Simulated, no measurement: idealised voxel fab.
This section sets out a process module, namely voxel gate over fins.
Cross-section cut spans 145 nm and uses square cells 5 nm in size.
Cross-sections here: square-cell grids, written as top-down lists of bands, a band being one or more rows of cells. Quick guide to a band line: top height, bottom height (nm) up front; then every material left to right with its width in nm. Only one material and it's marked "edge to edge"? Then it fills the band edge to edge. And "empty" just means empty space. Heights are expressed relative to 0, this being the level below which the as-received wafer comprises one material exclusively. The lowest band is unbounded in the downward direction and is denoted as in "0..down". A two-number width, for instance "30->40", indicates that the width is equal to the first number in the top row of the band and to the second number in the bottom row, and that it changes by a constant amount per row of cells. Basically "changes: none" means that step didn't change any cell in the cross-section. Closed empty spaces (no open way to the top) of 8 cells or more are what "Sealed void listing" lists, each as width x height at distance from the left edge, nm for all three. The remark found on a step's line after its settings is issued by the simulator itself and pertains to that step. "overlay nm", when on a step's line for a step with a mask, measures how far to the right of its planned place the mask lay; a negative measure means to the left.

The following list gives the planned process steps
- 1: RECEIVE, material Si
- 2: CONFORMAL_DEP, material SiN, thk nm 10
- 3: DIRECTIONAL_DEP, material aC, thk nm 10
- 4: PATTERN, tone cover, mask id FINS, material resist, width nm 15, pitch nm 35, thk nm 30, overlay nm 0
- 5: DIRECTIONAL_ETCH, etch materials aC, depth nm 10
- 6: STRIP, etch materials resist
- 7: DIRECTIONAL_ETCH, etch materials SiN, depth nm 10
- 8: DIRECTIONAL_ETCH, etch materials Si, depth nm 40
- 9: STRIP, etch materials aC
- 10: OXIDIZE, depth nm 5
- 11: FILL_DEP, material SiO2, thk nm 5
- 12: CMP, height nm 10
- 13: SELECTIVE_ETCH, etch materials SiO2, depth nm 25
- 14: STRIP, etch materials SiN
- 15: CONFORMAL_DEP, material HfO2, thk nm 5
- 16: CONFORMAL_DEP, material TiN, thk nm 5
- 17: CONFORMAL_DEP, material TiAl, thk nm 5
- 18: CONFORMAL_DEP, material TiN, thk nm 5
- 19: FILL_DEP, material W, thk nm 15
- 20: CMP, height nm 30
- 21: CONFORMAL_DEP, material SiCN, thk nm 5

First wafer, two in total, run as planned

This is the cross-section of the wafer as we received it, i.e. after step 1
  0..down | Si edge to edge
  Sealed void listing: none

Once step 2 is through, the wafer looks like this in cross-section
  10..0 | SiN edge to edge
  No changes below 0.

Once step 3 is through, the wafer looks like this in cross-section
  20..10 | aC edge to edge
  No changes below 10.

Once step 4 is through, the wafer looks like this in cross-section
  50..20 | 45 of empty  15 of resist  20 of empty  15 of resist  50 of empty
  No changes below 20.

Once step 5 is through, the wafer looks like this in cross-section
  40..20 | 45 of empty  15 of resist  20 of empty  15 of resist  50 of empty
  20..10 | 45 of empty  15 of aC  20 of empty  15 of aC  50 of empty
  No changes below 10.

Once step 6 is through, the wafer looks like this in cross-section
  20..10 | 45 of empty  15 of aC  20 of empty  15 of aC  50 of empty
  No changes below 10.

Once step 7 is through, the wafer looks like this in cross-section
  20..10 | 45 of empty  15 of aC  20 of empty  15 of aC  50 of empty
  10..0 | 45 of empty  15 of SiN  20 of empty  15 of SiN  50 of empty
  No changes below 0.

Once step 8 is through, the wafer looks like this in cross-section
  20..10 | 45 of empty  15 of aC  20 of empty  15 of aC  50 of empty
  10..0 | 45 of empty  15 of SiN  20 of empty  15 of SiN  50 of empty
  0..-40 | 45 of empty  15 of Si  20 of empty  15 of Si  50 of empty
  No changes below -40.

Once step 9 is through, the wafer looks like this in cross-section
  10..0 | 45 of empty  15 of SiN  20 of empty  15 of SiN  50 of empty
  No changes below 0.

Once step 10 is through, the wafer looks like this in cross-section
  10..0 | 45 of empty  15 of SiN  20 of empty  15 of SiN  50 of empty
  0..-40 | 45 of empty  5 of SiO2  5 of Si  5 of SiO2  20 of empty  5 of SiO2  5 of Si  5 of SiO2  50 of empty
  -40..-45 | 50 of SiO2  5 of Si  30 of SiO2  5 of Si  55 of SiO2
  No changes below -45.

Once step 11 is through, the wafer looks like this in cross-section
  15..10 | SiO2 edge to edge
  10..0 | 45 of SiO2  15 of SiN  20 of SiO2  15 of SiN  50 of SiO2
  0..-45 | 50 of SiO2  5 of Si  30 of SiO2  5 of Si  55 of SiO2
  No changes below -45.

Once step 12 is through, the wafer looks like this in cross-section
  10..0 | 45 of SiO2  15 of SiN  20 of SiO2  15 of SiN  50 of SiO2
  No changes below 0.

Once step 13 is through, the wafer looks like this in cross-section
  10..0 | 45 of empty  15 of SiN  20 of empty  15 of SiN  50 of empty
  0..-15 | 50 of empty  5 of Si  30 of empty  5 of Si  55 of empty
  No changes below -15.

Once step 14 is through, the wafer looks like this in cross-section
  0..-15 | 50 of empty  5 of Si  30 of empty  5 of Si  55 of empty
  No changes below -15.

Once step 15 is through, the wafer looks like this in cross-section
  5..0 | 45 of empty  15 of HfO2  20 of empty  15 of HfO2  50 of empty
  0..-10 | 45 of empty  5 of HfO2  5 of Si  5 of HfO2  20 of empty  5 of HfO2  5 of Si  5 of HfO2  50 of empty
  -10..-15 | 50 of HfO2  5 of Si  30 of HfO2  5 of Si  55 of HfO2
  No changes below -15.

Once step 16 is through, the wafer looks like this in cross-section
  10..5 | 40 of empty  25 of TiN  10 of empty  25 of TiN  45 of empty
  5..0 | 40 of empty  5 of TiN  15 of HfO2  5 of TiN  10 of empty  5 of TiN  15 of HfO2  5 of TiN  45 of empty
  0..-5 | 40 of empty  5 of TiN  5 of HfO2  5 of Si  5 of HfO2  5 of TiN  10 of empty  5 of TiN  5 of HfO2  5 of Si  5 of HfO2  5 of TiN  45 of empty
  -5..-10 | 45 of TiN  5 of HfO2  5 of Si  5 of HfO2  20 of TiN  5 of HfO2  5 of Si  5 of HfO2  50 of TiN
  No changes below -10.

Once step 17 is through, the wafer looks like this in cross-section
  15..10 | 35 of empty  70 of TiAl  40 of empty
  10..5 | 35 of empty  5 of TiAl  25 of TiN  10 of TiAl  25 of TiN  5 of TiAl  40 of empty
  5..0 | 35 of empty  5 of TiAl  5 of TiN  15 of HfO2  5 of TiN  10 of TiAl  5 of TiN  15 of HfO2  5 of TiN  5 of TiAl  40 of empty
  0..-5 | 40 of TiAl  5 of TiN  5 of HfO2  5 of Si  5 of HfO2  5 of TiN  10 of TiAl  5 of TiN  5 of HfO2  5 of Si  5 of HfO2  5 of TiN  45 of TiAl
  No changes below -5.

Once step 18 is through, the wafer looks like this in cross-section
  20..15 | 30 of empty  80 of TiN  35 of empty
  15..10 | 30 of empty  5 of TiN  70 of TiAl  5 of TiN  35 of empty
  10..5 | 30 of empty  5 of TiN  5 of TiAl  25 of TiN  10 of TiAl  25 of TiN  5 of TiAl  5 of TiN  35 of empty
  5..0 | 35 of TiN  5 of TiAl  5 of TiN  15 of HfO2  5 of TiN  10 of TiAl  5 of TiN  15 of HfO2  5 of TiN  5 of TiAl  40 of TiN
  No changes below 0.

Once step 19 is through, the wafer looks like this in cross-section
  35..20 | W edge to edge
  20..15 | 30 of W  80 of TiN  35 of W
  15..10 | 30 of W  5 of TiN  70 of TiAl  5 of TiN  35 of W
  10..5 | 30 of W  5 of TiN  5 of TiAl  25 of TiN  10 of TiAl  25 of TiN  5 of TiAl  5 of TiN  35 of W
  No changes below 5.

Once step 20 is through, the wafer looks like this in cross-section
  30..20 | W edge to edge
  No changes below 20.

Once step 21 is through, the wafer looks like this in cross-section
  35..30 | SiCN edge to edge
  No changes below 30.

The Second Wafer: Common Origin and Plan, One Mistake in Execution, Identical to the First Through Step 16

Here is the second wafer in cross-section at the point where step 17 of the plan should have been done
  15..5 | 35 of empty  70 of TiN  40 of empty
  5..0 | 35 of empty  10 of TiN  15 of HfO2  20 of TiN  15 of HfO2  10 of TiN  40 of empty
  0..-10 | 45 of TiN  5 of HfO2  5 of Si  5 of HfO2  20 of TiN  5 of HfO2  5 of Si  5 of HfO2  50 of TiN
  No changes below -10.

Here is the second wafer in cross-section at the point where step 18 of the plan should have been done
  20..15 | 30 of empty  80 of TiAl  35 of empty
  15..5 | 30 of empty  5 of TiAl  70 of TiN  5 of TiAl  35 of empty
  5..0 | 35 of TiAl  10 of TiN  15 of HfO2  20 of TiN  15 of HfO2  10 of TiN  40 of TiAl
  No changes below 0.

Here is the second wafer in cross-section at the point where step 19 of the plan should have been done
  35..20 | W edge to edge
  20..15 | 30 of W  80 of TiAl  35 of W
  15..5 | 30 of W  5 of TiAl  70 of TiN  5 of TiAl  35 of W
  No changes below 5.

Here is the second wafer in cross-section at the point where step 20 of the plan should have been done
  30..20 | W edge to edge
  No changes below 20.

Here is the second wafer in cross-section at the point where step 21 of the plan should have been done
  35..30 | SiCN edge to edge
  No changes below 30.
So what did we get wrong on this run? transposition of steps 17 and 18 relative to the planned sequence
In the final state, the cell counts of the second wafer exceed or fall short of those of the first for the following materials: 6 fewer of TiAl, 6 more of TiN
